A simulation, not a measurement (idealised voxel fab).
A process module follows: voxel tone inversion.
FYI the section here is cut, 290 nm wide, cells are 5 nm squares.
Heads up, the way a cross-section reads in here is a grid of square cells, handed over as bands from the top down, with every band being one or more rows of cells.
Heads up on the band format: heights come first, top then bottom, in nm. After that it's the materials left to right, each with its width in nm. A single material flagged "full width" fills the whole band edge to edge, and "empty" means there's empty space there.
We count height from 0. Below that, the starting wafer is all one material. The lowest band never ends at the bottom but goes on down; see "from 0 down" for how that is written.
Top row gets the first number, bottom row gets the second, and each row in between changes by the same step: that is how a band width like "30 to 40" works.
Step note "nothing changed" = no cross-section cell changed.
Under "Listed closed voids" you'll find the enclosed gaps, the ones with no way out to the top, that are 8 cells or bigger; each reads width x height at distance, with distance counted from the left edge, everything in nm.
Note: text after step settings on the step line = simulator remark on that step.
The "overlay nm" setting may appear on a step's line; for a step that uses a mask, it gives how far to the right of its planned position the mask lay, and a negative value indicates the left.
BELOW IS THE LIST OF PLANNED PROCESS STEPS
1. RECEIVE [material Si]
2. CONFORMAL_DEP [material SiCN] [thk nm 10]
3. DIRECTIONAL_DEP [material polySi] [thk nm 15]
4. PATTERN [tone cover] [mask id POSTS] [material resist] [width nm 20] [pitch nm 50] [thk nm 20] [overlay nm 0]
5. DIRECTIONAL_ETCH [etch materials polySi] [depth nm 15]
6. STRIP [etch materials resist]
7. FILL_DEP [material lowk] [thk nm 10]
8. CMP [height nm 25]
9. STRIP [etch materials polySi]
10. CONFORMAL_DEP [material TiN] [thk nm 5]
11. FILL_DEP [material W] [thk nm 10]
12. CMP [height nm 25]
13. CONFORMAL_DEP [material SiN] [thk nm 5]
THE FIRST OF A SET OF TWO WAFERS, RUN TO PLAN
CROSS-SECTION OF THE WAFER AT RECEIPT, WHICH IS THE CONDITION AFTER STEP 1
from 0 down: Si full width
Listed closed voids: none
PRESENTED HERE IS A CROSS-SECTION OF THE WAFER AFTER STEP 2 HAS BEEN PERFORMED
from 10 to 0: SiCN full width
Below 0 it's all the same as before, nothing changed down there.
PRESENTED HERE IS A CROSS-SECTION OF THE WAFER AFTER STEP 3 HAS BEEN PERFORMED
from 25 to 10: polySi full width
Below 10 it's all the same as before, nothing changed down there.
PRESENTED HERE IS A CROSS-SECTION OF THE WAFER AFTER STEP 4 HAS BEEN PERFORMED
from 45 to 25: empty: 110  resist: 20  empty: 30  resist: 20  empty: 110
Below 25 it's all the same as before, nothing changed down there.
PRESENTED HERE IS A CROSS-SECTION OF THE WAFER AFTER STEP 5 HAS BEEN PERFORMED
from 45 to 25: empty: 110  resist: 20  empty: 30  resist: 20  empty: 110
from 25 to 10: empty: 110  polySi: 20  empty: 30  polySi: 20  empty: 110
Below 10 it's all the same as before, nothing changed down there.
PRESENTED HERE IS A CROSS-SECTION OF THE WAFER AFTER STEP 6 HAS BEEN PERFORMED
from 25 to 10: empty: 110  polySi: 20  empty: 30  polySi: 20  empty: 110
Below 10 it's all the same as before, nothing changed down there.
PRESENTED HERE IS A CROSS-SECTION OF THE WAFER AFTER STEP 7 HAS BEEN PERFORMED
from 35 to 25: lowk full width
from 25 to 10: lowk: 110  polySi: 20  lowk: 30  polySi: 20  lowk: 110
Below 10 it's all the same as before, nothing changed down there.
PRESENTED HERE IS A CROSS-SECTION OF THE WAFER AFTER STEP 8 HAS BEEN PERFORMED
from 25 to 10: lowk: 110  polySi: 20  lowk: 30  polySi: 20  lowk: 110
Below 10 it's all the same as before, nothing changed down there.
PRESENTED HERE IS A CROSS-SECTION OF THE WAFER AFTER STEP 9 HAS BEEN PERFORMED
from 25 to 10: lowk: 110  empty: 20  lowk: 30  empty: 20  lowk: 110
Below 10 it's all the same as before, nothing changed down there.
PRESENTED HERE IS A CROSS-SECTION OF THE WAFER AFTER STEP 10 HAS BEEN PERFORMED
from 30 to 25: TiN: 115  empty: 10  TiN: 40  empty: 10  TiN: 115
from 25 to 15: lowk: 110  TiN: 5  empty: 10  TiN: 5  lowk: 30  TiN: 5  empty: 10  TiN: 5  lowk: 110
from 15 to 10: lowk: 110  TiN: 20  lowk: 30  TiN: 20  lowk: 110
Below 10 it's all the same as before, nothing changed down there.
PRESENTED HERE IS A CROSS-SECTION OF THE WAFER AFTER STEP 11 HAS BEEN PERFORMED
from 40 to 30: W full width
from 30 to 25: TiN: 115  W: 10  TiN: 40  W: 10  TiN: 115
from 25 to 15: lowk: 110  TiN: 5  W: 10  TiN: 5  lowk: 30  TiN: 5  W: 10  TiN: 5  lowk: 110
Below 15 it's all the same as before, nothing changed down there.
PRESENTED HERE IS A CROSS-SECTION OF THE WAFER AFTER STEP 12 HAS BEEN PERFORMED
from 25 to 15: lowk: 110  TiN: 5  W: 10  TiN: 5  lowk: 30  TiN: 5  W: 10  TiN: 5  lowk: 110
Below 15 it's all the same as before, nothing changed down there.
PRESENTED HERE IS A CROSS-SECTION OF THE WAFER AFTER STEP 13 HAS BEEN PERFORMED
from 30 to 25: SiN full width
Below 25 it's all the same as before, nothing changed down there.
REGARDING THE SECOND OF THE TWO WAFERS: IT SHARED THE FIRST WAFER'S STARTING CONDITION AND PROCESS PLAN, YET ONE ERROR OCCURRED DURING ITS EXECUTION. ITS HISTORY COINCIDES WITH THAT OF THE FIRST WAFER UP TO AND INCLUDING STEP 3
SECOND WAFER AT THE PLANNED FINISH OF STEP 4, SEEN IN CROSS-SECTION
from 45 to 25: resist: 110  empty: 20  resist: 30  empty: 20  resist: 110
Below 25 it's all the same as before, nothing changed down there.
SECOND WAFER AT THE PLANNED FINISH OF STEP 5, SEEN IN CROSS-SECTION
from 45 to 25: resist: 110  empty: 20  resist: 30  empty: 20  resist: 110
from 25 to 10: polySi: 110  empty: 20  polySi: 30  empty: 20  polySi: 110
Below 10 it's all the same as before, nothing changed down there.
SECOND WAFER AT THE PLANNED FINISH OF STEP 6, SEEN IN CROSS-SECTION
from 25 to 10: polySi: 110  empty: 20  polySi: 30  empty: 20  polySi: 110
Below 10 it's all the same as before, nothing changed down there.
SECOND WAFER AT THE PLANNED FINISH OF STEP 7, SEEN IN CROSS-SECTION
from 35 to 25: lowk full width
from 25 to 10: polySi: 110  lowk: 20  polySi: 30  lowk: 20  polySi: 110
Below 10 it's all the same as before, nothing changed down there.
SECOND WAFER AT THE PLANNED FINISH OF STEP 8, SEEN IN CROSS-SECTION
from 25 to 10: polySi: 110  lowk: 20  polySi: 30  lowk: 20  polySi: 110
Below 10 it's all the same as before, nothing changed down there.
SECOND WAFER AT THE PLANNED FINISH OF STEP 9, SEEN IN CROSS-SECTION
from 25 to 10: empty: 110  lowk: 20  empty: 30  lowk: 20  empty: 110
Below 10 it's all the same as before, nothing changed down there.
SECOND WAFER AT THE PLANNED FINISH OF STEP 10, SEEN IN CROSS-SECTION
from 30 to 25: empty: 105  TiN: 30  empty: 20  TiN: 30  empty: 105
from 25 to 15: empty: 105  TiN: 5  lowk: 20  TiN: 5  empty: 20  TiN: 5  lowk: 20  TiN: 5  empty: 105
from 15 to 10: TiN: 110  lowk: 20  TiN: 30  lowk: 20  TiN: 110
Below 10 it's all the same as before, nothing changed down there.
SECOND WAFER AT THE PLANNED FINISH OF STEP 11, SEEN IN CROSS-SECTION
from 40 to 30: W full width
from 30 to 25: W: 105  TiN: 30  W: 20  TiN: 30  W: 105
from 25 to 15: W: 105  TiN: 5  lowk: 20  TiN: 5  W: 20  TiN: 5  lowk: 20  TiN: 5  W: 105
Below 15 it's all the same as before, nothing changed down there.
SECOND WAFER AT THE PLANNED FINISH OF STEP 12, SEEN IN CROSS-SECTION
from 25 to 15: W: 105  TiN: 5  lowk: 20  TiN: 5  W: 20  TiN: 5  lowk: 20  TiN: 5  W: 105
Below 15 it's all the same as before, nothing changed down there.
SECOND WAFER AT THE PLANNED FINISH OF STEP 13, SEEN IN CROSS-SECTION
from 30 to 25: SiN full width
Below 25 it's all the same as before, nothing changed down there.
The mistake made against the process plan was this: planned and actual differ for step 4; actual: PATTERN [tone open] [mask id POSTS] [material resist] [width nm 20] [pitch nm 50] [thk nm 20] [overlay nm 0]
Materials where the second wafer ends with more or fewer cells than the first: +42 TiN, +84 W, -126 lowk
